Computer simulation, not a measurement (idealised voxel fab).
Process module in this document: voxel wiring stack
Section shown: cut. Width: 240 nm. Cell size: 5 nm, square.
Cross-section = grid of square cells, listed top down in bands; band = one or more rows.
Heights first: top, then bottom, in nm. Then materials, left to right, each with a width in nm. "throughout" on a single material: fills the band edge to edge. "air": empty space.
Ref level 0: as-received wafer is one material below here. Bottom band extends down with no lower bound ("0 nm and below").
Width "30->40": first value at the band's top row of cells, second value at its bottom row, equal change from row to row.
Step marked "same as before"? Then no cell in the cross-section changed in it.
Voids not open to the top, 8 cells minimum: see "Closed void catalog". Written width x height at distance; distance is from the left edge; nm.
It should be noted that, on the line of a given step, the content following the step's settings is a remark produced by the simulator itself with respect to that step.
overlay nm: mask offset rightward from planned place, masked step; negative means leftward offset.
### Planned step list for the process
1. RECEIVE,material Si
2. CONFORMAL_DEP,material SiO2,thk nm 15
3. CONFORMAL_DEP,material SiN,thk nm 5
4. DIRECTIONAL_DEP,material SiO2,thk nm 20
5. MASKED_ETCH,tone open,mask id METAL_1,width nm 30,pitch nm 50,etch materials SiO2,depth nm 20,overlay nm 0
6. MASKED_ETCH,tone open,mask id METAL_1,width nm 30,pitch nm 50,etch materials SiN,depth nm 5,overlay nm 0
7. CONFORMAL_DEP,material TiN,thk nm 5
8. FILL_DEP,material Cu,thk nm 5
9. CMP,height nm 40
10. CONFORMAL_DEP,material SiCN,thk nm 5
11. DIRECTIONAL_DEP,material SiO2,thk nm 15
12. PATTERN,tone open,mask id PLUG_1,material resist,width nm 15,pitch nm 50,thk nm 15,overlay nm 0
13. DIRECTIONAL_ETCH,etch materials SiO2,depth nm 15
14. DIRECTIONAL_ETCH,etch materials SiCN,depth nm 5
15. STRIP,etch materials resist
16. CONFORMAL_DEP,material TiN,thk nm 5
17. FILL_DEP,material Ru,thk nm 5
18. CMP,height nm 60
19. DIRECTIONAL_DEP,material TiN,thk nm 5
20. DIRECTIONAL_DEP,material Ru,thk nm 20
21. DIRECTIONAL_DEP,material aC,thk nm 10
22. PATTERN,tone cover,mask id METAL_2,material resist,width nm 30,pitch nm 50,thk nm 25,overlay nm 0
23. DIRECTIONAL_ETCH,etch materials aC,depth nm 10
24. STRIP,etch materials resist
25. DIRECTIONAL_ETCH,etch materials Ru,depth nm 20
26. DIRECTIONAL_ETCH,etch materials TiN,depth nm 5
27. STRIP,etch materials aC
28. CONFORMAL_DEP,material SiCN,thk nm 5
29. FILL_DEP,material lowk,thk nm 5
30. CMP,height nm 85
31. CONFORMAL_DEP,material SiCN,thk nm 5
32. DIRECTIONAL_DEP,material SiO2,thk nm 30
33. PATTERN,tone open,mask id METAL_3_HOLES,material resist,width nm 15,pitch nm 100,thk nm 15,overlay nm 0
34. DIRECTIONAL_ETCH,etch materials SiO2,depth nm 30
35. STRIP,etch materials resist
36. PATTERN,tone open,mask id METAL_3,material resist,width nm 30,pitch nm 50,thk nm 20,overlay nm 0
37. DIRECTIONAL_ETCH,etch materials SiO2,depth nm 20
38. DIRECTIONAL_ETCH,etch materials SiCN,depth nm 5
39. STRIP,etch materials resist
40. CONFORMAL_DEP,material TiN,thk nm 5
41. FILL_DEP,material Cu,thk nm 10
42. CMP,height nm 120
43. CONFORMAL_DEP,material SiCN,thk nm 5
### Here's what the wafer looked like in cross-section when it arrived - that's after step 1
    0 nm and below  Si throughout
    Closed void catalog: none
### First of two wafers, end-of-module section, run followed plan
    125 nm to 120 nm  SiCN throughout
    120 nm to 105 nm  SiO2=30; TiN=5; Cu=20; TiN=5; SiO2=20; TiN=5; Cu=20; TiN=5; SiO2=20; TiN=5; Cu=20; TiN=5; SiO2=20; TiN=5; Cu=20; TiN=5; SiO2=30
    105 nm to 100 nm  SiO2=30; TiN=5; Cu=5; TiN=20; SiO2=20; TiN=30; SiO2=20; TiN=5; Cu=5; TiN=20; SiO2=20; TiN=30; SiO2=30
    100 nm to 90 nm  SiO2=30; TiN=5; Cu=5; TiN=5; SiO2=85; TiN=5; Cu=5; TiN=5; SiO2=95
    90 nm to 85 nm  SiCN=30; TiN=15; SiCN=85; TiN=15; SiCN=95
    85 nm to 65 nm  lowk=25; SiCN=5; Ru=30; SiCN=5; lowk=10; SiCN=5; Ru=30; SiCN=5; lowk=10; SiCN=5; Ru=30; SiCN=5; lowk=10; SiCN=5; Ru=30; SiCN=5; lowk=25
    65 nm to 60 nm  SiCN=30; TiN=30; SiCN=20; TiN=30; SiCN=20; TiN=30; SiCN=20; TiN=30; SiCN=30
    60 nm to 45 nm  SiO2=30; TiN=5; Ru=5; TiN=5; SiO2=35; TiN=5; Ru=5; TiN=5; SiO2=35; TiN=5; Ru=5; TiN=5; SiO2=35; TiN=5; Ru=5; TiN=5; SiO2=45
    45 nm to 40 nm  SiCN=30; TiN=15; SiCN=35; TiN=15; SiCN=35; TiN=15; SiCN=35; TiN=15; SiCN=45
    40 nm to 20 nm  SiO2=30; TiN=5; Cu=20; TiN=5; SiO2=20; TiN=5; Cu=20; TiN=5; SiO2=20; TiN=5; Cu=20; TiN=5; SiO2=20; TiN=5; Cu=20; TiN=5; SiO2=30
    20 nm to 15 nm  SiN=30; TiN=30; SiN=20; TiN=30; SiN=20; TiN=30; SiN=20; TiN=30; SiN=30
    15 nm to 0 nm  SiO2 throughout
    0 nm and below  Si throughout
    Closed void catalog: none
### Now the second wafer, cross-sectioned at the end of the module. Nothing different at the start, nothing different in the plan compared with the first, just one mistake when it was actually run
    125 nm to 120 nm  SiCN throughout
    120 nm to 105 nm  SiO2=30; TiN=5; Cu=20; TiN=5; SiO2=20; TiN=5; Cu=20; TiN=5; SiO2=20; TiN=5; Cu=20; TiN=5; SiO2=20; TiN=5; Cu=20; TiN=5; SiO2=30
    105 nm to 100 nm  SiO2=30; TiN=5; Cu=5; TiN=20; SiO2=20; TiN=30; SiO2=20; TiN=5; Cu=5; TiN=20; SiO2=20; TiN=30; SiO2=30
    100 nm to 90 nm  SiO2=30; TiN=5; Cu=5; TiN=5; SiO2=85; TiN=5; Cu=5; TiN=5; SiO2=95
    90 nm to 85 nm  SiCN=30; TiN=15; SiCN=85; TiN=15; SiCN=95
    85 nm to 65 nm  lowk=25; SiCN=5; Ru=30; SiCN=5; lowk=10; SiCN=5; Ru=30; SiCN=5; lowk=10; SiCN=5; Ru=30; SiCN=5; lowk=10; SiCN=5; Ru=30; SiCN=5; lowk=25
    65 nm to 60 nm  SiCN=30; TiN=30; SiCN=20; TiN=30; SiCN=20; TiN=30; SiCN=20; TiN=30; SiCN=30
    60 nm to 45 nm  SiO2=30; TiN=5; Ru=5; TiN=5; SiO2=35; TiN=5; Ru=5; TiN=5; SiO2=35; TiN=5; Ru=5; TiN=5; SiO2=35; TiN=5; Ru=5; TiN=5; SiO2=45
    45 nm to 40 nm  SiCN=30; TiN=15; SiCN=35; TiN=15; SiCN=35; TiN=15; SiCN=35; TiN=15; SiCN=45
    40 nm to 25 nm  SiO2=30; TiN=5; Cu=20; TiN=5; SiO2=20; TiN=5; Cu=20; TiN=5; SiO2=20; TiN=5; Cu=20; TiN=5; SiO2=20; TiN=5; Cu=20; TiN=5; SiO2=30
    25 nm to 20 nm  SiO2=30; TiN=30; SiO2=20; TiN=30; SiO2=20; TiN=30; SiO2=20; TiN=30; SiO2=30
    20 nm to 15 nm  SiCN throughout
    15 nm to 0 nm  SiO2 throughout
    0 nm and below  Si throughout
    Closed void catalog: none
Error vs. plan: contrary to plan, step 3 was performed as CONFORMAL_DEP,material SiCN,thk nm 5
Final comparison by cell count, materials where the second wafer has more or fewer than the first: Cu: 16 fewer | SiCN: 48 more | SiN: 24 fewer | TiN: 8 fewer
